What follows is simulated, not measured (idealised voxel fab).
process module | voxel air gaps
cross-section cut | 175 nm wide | cells 5 nm
A cross-section is a grid of square cells, given in bands from the top down. A band is one or more rows of cells.
Each band's line starts with the height of the band's top and of its bottom, in nm. Then come its materials from left to right, each with its width in nm. One material with "throughout" fills the band from edge to edge. "air" is empty space.
Height 0 is the level under which the wafer as received is all one material. The lowest band goes on downwards, as in "0 down".
A width such as "30 to 40" changes by the same amount from each row of cells to the next, from the band's top row to its bottom row.
"no change" after a step means that no cell of the cross-section changed.
closed voids: empty space of 8 cells or more with no open way to the top, each as width x height at its distance from the left edge, in nm
after a step's settings: what the simulator itself notes on the step
overlay nm, on a step with a mask: how far to the right of its planned place the mask lay; to the left if negative
plan
1 op RECEIVE | material Si
2 op CONFORMAL_DEP | material SiO2 | thk nm 15
3 op CONFORMAL_DEP | material SiCN | thk nm 5
4 op DIRECTIONAL_DEP | material lowk | thk nm 35
5 op DIRECTIONAL_DEP | material aC | thk nm 15
6 op PATTERN | tone open | mask id LINES | material resist | width nm 20 | pitch nm 50 | thk nm 35 | overlay nm 0
7 op DIRECTIONAL_ETCH | etch materials aC | depth nm 15
8 op STRIP | etch materials resist
9 op DIRECTIONAL_ETCH | etch materials lowk | depth nm 35
10 op STRIP | etch materials aC
11 op CONFORMAL_DEP | material TiN | thk nm 5
12 op FILL_DEP | material W | thk nm 10
13 op CMP | height nm 55
14 op EPI | material Ru | thk nm 10
15 op SELECTIVE_ETCH | etch materials lowk | depth nm 45
16 op CONFORMAL_DEP | material SiCN | thk nm 5
as received, after step 1
  0 down: Si throughout
  closed voids: none
first wafer at the end, as planned
  70 to 65: air 10 | SiCN 150 | air 15
  65 to 55: air 10 | SiCN 5 | Ru 40 | SiCN 10 | Ru 40 | SiCN 10 | Ru 40 | SiCN 5 | air 15
  55 to 50: air 10 | SiCN 15 | TiN 5 | W 10 | TiN 5 | SiCN 30 | TiN 5 | W 10 | TiN 5 | SiCN 30 | TiN 5 | W 10 | TiN 5 | SiCN 15 | air 15
  50 to 25: air 20 | SiCN 5 | TiN 5 | W 10 | TiN 5 | SiCN 5 | air 20 | SiCN 5 | TiN 5 | W 10 | TiN 5 | SiCN 5 | air 20 | SiCN 5 | TiN 5 | W 10 | TiN 5 | SiCN 5 | air 25
  25 to 20: SiCN 25 | TiN 20 | SiCN 30 | TiN 20 | SiCN 30 | TiN 20 | SiCN 30
  20 to 15: SiCN throughout
  15 to 0: SiO2 throughout
  0 down: Si throughout
  closed voids: 20 x 25 at 50; 20 x 25 at 100
second wafer at the end: like start, like plan, one mistake
  70 to 65: SiCN throughout
  65 to 55: Ru throughout
  55 to 25: W 20 | TiN 5 | lowk 20 | TiN 5 | W 20 | TiN 5 | lowk 20 | TiN 5 | W 20 | TiN 5 | lowk 20 | TiN 5 | W 25
  25 to 20: TiN 25 | lowk 20 | TiN 30 | lowk 20 | TiN 30 | lowk 20 | TiN 30
  20 to 15: SiCN throughout
  15 to 0: SiO2 throughout
  0 down: Si throughout
  closed voids: none
what went wrong: step 6 ran as: op PATTERN | tone cover | mask id LINES | material resist | width nm 20 | pitch nm 50 | thk nm 35 | overlay nm 0
at the end the second wafer has, in cells: 22 more of Ru | 78 fewer of SiCN | 11 more of TiN | 66 more of W | 84 more of lowk
closed voids at the end (first wafer, second wafer): 2, 0
